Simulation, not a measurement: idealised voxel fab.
The document below concerns the process module designated voxel double patterning.
Section shown: cut. Width: 245 nm. Cell size: 5 nm, square.
A cross-section in this document is a grid of square cells, and it is written down as bands, the top band listed before the ones below it; a band is made up of one or more rows of cells. Band: top height; bottom height; in nm. Then, left to right: material with width in nm, for each material. "edge to edge": a single material spanning edge to edge. "empty": empty space. A quick word on heights: they are counted from 0, and under that level the wafer as it came to us is one material throughout. The lowest band is different from the rest in having no bottom; it simply continues downward, written as in "top 0, no bottom". Per-row width for "30 to 40": begins at first number (top row of band), ends at second number (bottom row), increment between rows held constant. Reading "no modification" for a step: not a cell of the cross-section changed in it. The label "Fully enclosed voids" introduces a list of the empty spaces, 8 cells or larger, that have no open way up to the top; each entry in it reads width x height at distance, where the distance is taken from the left edge and all three are stated in nm. Post-settings text on a step line: simulator's own remark regarding the step. The optional step-line setting "overlay nm" applies to steps with a mask and quantifies how far to the right of its planned location the mask lay, a negative value indicating leftward placement.

**Listed below are the process steps as planned**
1,RECEIVE with material Si
2,CONFORMAL_DEP with material SiO2, thk nm 5
3,DIRECTIONAL_DEP with material polySi, thk nm 15
4,DIRECTIONAL_DEP with material SiN, thk nm 5
5,DIRECTIONAL_DEP with material aC, thk nm 10
6,PATTERN with tone open, mask id FIRST, material resist, width nm 15, pitch nm 50, thk nm 30, overlay nm 0
7,DIRECTIONAL_ETCH with etch materials aC, depth nm 10
8,STRIP with etch materials resist
9,DIRECTIONAL_ETCH with etch materials SiN, depth nm 5
10,STRIP with etch materials aC
11,PATTERN with tone open, mask id SECOND, material resist, width nm 15, thk nm 20, overlay nm 0
12,DIRECTIONAL_ETCH with etch materials SiN, depth nm 5
13,STRIP with etch materials resist
14,DIRECTIONAL_ETCH with etch materials polySi, depth nm 15
15,STRIP with etch materials SiN

**Below: the first of two wafers, run as planned**

**Incoming wafer in cross-section (state: after step 1)**
> top 0, no bottom | Si edge to edge
> Fully enclosed voids: none

**Upon completion of step 2, the wafer appears in cross-section as shown**
> top 5, bottom 0 | SiO2 edge to edge
> All layers under 0 are left as they were.

**Upon completion of step 3, the wafer appears in cross-section as shown**
> top 20, bottom 5 | polySi edge to edge
> All layers under 5 are left as they were.

**Upon completion of step 4, the wafer appears in cross-section as shown**
> top 25, bottom 20 | SiN edge to edge
> All layers under 20 are left as they were.

**Upon completion of step 5, the wafer appears in cross-section as shown**
> top 35, bottom 25 | aC edge to edge
> All layers under 25 are left as they were.

**Upon completion of step 6, the wafer appears in cross-section as shown**
> top 65, bottom 35 | 90 of resist; 15 of empty; 35 of resist; 15 of empty; 90 of resist
> All layers under 35 are left as they were.

**Upon completion of step 7, the wafer appears in cross-section as shown**
> top 55, bottom 35 | 90 of resist; 15 of empty; 35 of resist; 15 of empty; 90 of resist
> top 35, bottom 25 | 90 of aC; 15 of empty; 35 of aC; 15 of empty; 90 of aC
> All layers under 25 are left as they were.

**Upon completion of step 8, the wafer appears in cross-section as shown**
> top 35, bottom 25 | 90 of aC; 15 of empty; 35 of aC; 15 of empty; 90 of aC
> All layers under 25 are left as they were.

**Upon completion of step 9, the wafer appears in cross-section as shown**
> top 35, bottom 25 | 90 of aC; 15 of empty; 35 of aC; 15 of empty; 90 of aC
> top 25, bottom 20 | 90 of SiN; 15 of empty; 35 of SiN; 15 of empty; 90 of SiN
> All layers under 20 are left as they were.

**Upon completion of step 10, the wafer appears in cross-section as shown**
> top 25, bottom 20 | 90 of SiN; 15 of empty; 35 of SiN; 15 of empty; 90 of SiN
> All layers under 20 are left as they were.

**Upon completion of step 11, the wafer appears in cross-section as shown**
> top 45, bottom 25 | 115 of resist; 15 of empty; 115 of resist
> top 25, bottom 20 | 90 of SiN; 15 of resist; 35 of SiN; 15 of resist; 90 of SiN
> All layers under 20 are left as they were.

**Upon completion of step 12, the wafer appears in cross-section as shown**
> top 45, bottom 25 | 115 of resist; 15 of empty; 115 of resist
> top 25, bottom 20 | 90 of SiN; 15 of resist; 10 of SiN; 15 of empty; 10 of SiN; 15 of resist; 90 of SiN
> All layers under 20 are left as they were.

**Upon completion of step 13, the wafer appears in cross-section as shown**
> top 25, bottom 20 | 90 of SiN; 15 of empty; 10 of SiN; 15 of empty; 10 of SiN; 15 of empty; 90 of SiN
> All layers under 20 are left as they were.

**Upon completion of step 14, the wafer appears in cross-section as shown**
> top 25, bottom 20 | 90 of SiN; 15 of empty; 10 of SiN; 15 of empty; 10 of SiN; 15 of empty; 90 of SiN
> top 20, bottom 5 | 90 of polySi; 15 of empty; 10 of polySi; 15 of empty; 10 of polySi; 15 of empty; 90 of polySi
> All layers under 5 are left as they were.

**Upon completion of step 15, the wafer appears in cross-section as shown**
> top 20, bottom 5 | 90 of polySi; 15 of empty; 10 of polySi; 15 of empty; 10 of polySi; 15 of empty; 90 of polySi
> All layers under 5 are left as they were.

**Second wafer: same start and same plan as the first, one execution error; identical to the first through step 10**

**Here is the second wafer in cross-section at the point where step 11 of the plan should have been done**
> top 45, bottom 25 | 115 of resist; 20 of empty; 110 of resist
> top 25, bottom 20 | 90 of SiN; 15 of resist; 35 of SiN; 15 of resist; 90 of SiN
> All layers under 20 are left as they were.

**Here is the second wafer in cross-section at the point where step 12 of the plan should have been done**
> top 45, bottom 25 | 115 of resist; 20 of empty; 110 of resist
> top 25, bottom 20 | 90 of SiN; 15 of resist; 10 of SiN; 20 of empty; 5 of SiN; 15 of resist; 90 of SiN
> All layers under 20 are left as they were.

**Here is the second wafer in cross-section at the point where step 13 of the plan should have been done**
> top 25, bottom 20 | 90 of SiN; 15 of empty; 10 of SiN; 20 of empty; 5 of SiN; 15 of empty; 90 of SiN
> All layers under 20 are left as they were.

**Here is the second wafer in cross-section at the point where step 14 of the plan should have been done**
> top 25, bottom 20 | 90 of SiN; 15 of empty; 10 of SiN; 20 of empty; 5 of SiN; 15 of empty; 90 of SiN
> top 20, bottom 5 | 90 of polySi; 15 of empty; 10 of polySi; 20 of empty; 5 of polySi; 15 of empty; 90 of polySi
> All layers under 5 are left as they were.

**Here is the second wafer in cross-section at the point where step 15 of the plan should have been done**
> top 20, bottom 5 | 90 of polySi; 15 of empty; 10 of polySi; 20 of empty; 5 of polySi; 15 of empty; 90 of polySi
> All layers under 5 are left as they were.
Diagnosis: heads up, step 11 didn't go per plan, it actually ran as PATTERN with tone open, mask id SECOND, material resist, width nm 20, thk nm 20, overlay nm 0
The second wafer ends with more or fewer cells of some materials than the first, per final count: polySi -3
